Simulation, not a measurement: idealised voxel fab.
process module | voxel ribs on slabs
cross-section cut | 150 nm wide | cells 5 nm
A cross-section is a grid of square cells, given in bands from the top down. A band is one or more rows of cells.
Each band's line starts with the height of the band's top and of its bottom, in nm. Then come its materials from left to right, each with its width in nm. One material with "throughout" fills the band from edge to edge. "air" is empty space.
Height 0 is the level under which the wafer as received is all one material. The lowest band goes on downwards, as in "0 down".
A width such as "30 to 40" changes by the same amount from each row of cells to the next, from the band's top row to its bottom row.
"no change" after a step means that no cell of the cross-section changed.
closed voids: empty space of 8 cells or more with no open way to the top, each as width x height at its distance from the left edge, in nm
after a step's settings: what the simulator itself notes on the step
overlay nm, on a step with a mask: how far to the right of its planned place the mask lay; to the left if negative
plan
1 op RECEIVE | material Si
2 op DIRECTIONAL_DEP | material SiO2 | thk nm 20
3 op DIRECTIONAL_DEP | material SiN | thk nm 25
4 op PATTERN | tone cover | mask id RIB | material resist | width nm 30 | thk nm 20 | overlay nm 0
5 op DIRECTIONAL_ETCH | etch materials SiN | depth nm 10
6 op STRIP | etch materials resist
7 op PATTERN | tone cover | mask id SLAB | material resist | width nm 80 | thk nm 20 | overlay nm -15
8 op DIRECTIONAL_ETCH | etch materials SiN | depth nm 15
9 op STRIP | etch materials resist
10 op FILL_DEP | material SiO2 | thk nm 30
11 op CMP | height nm 65
12 op DIRECTIONAL_DEP | material W | thk nm 5
13 op MASKED_ETCH | tone cover | mask id HEATER | width nm 40 | etch materials W | depth nm 5 | overlay nm 0
14 op CONFORMAL_DEP | material SiO2 | thk nm 5
varied across the wafers: overlay nm of step 7. The plan shows the first wafer's value. All wafers start alike
first wafer as received, after step 1
  0 down: Si throughout
  closed voids: none
each wafer at the end: cells of each material gained (+) or lost (-) since it was received, then its closed voids
overlay nm -15 | +60 SiN | +362 SiO2 | +8 W | closed voids: none
overlay nm -10 | +60 SiN | +362 SiO2 | +8 W | closed voids: none
overlay nm -5 | +60 SiN | +362 SiO2 | +8 W | closed voids: none
overlay nm 0 | +60 SiN | +362 SiO2 | +8 W | closed voids: none
overlay nm 5 | +60 SiN | +362 SiO2 | +8 W | closed voids: none
overlay nm 10 | +60 SiN | +362 SiO2 | +8 W | closed voids: none
overlay nm 15 | +60 SiN | +362 SiO2 | +8 W | closed voids: none
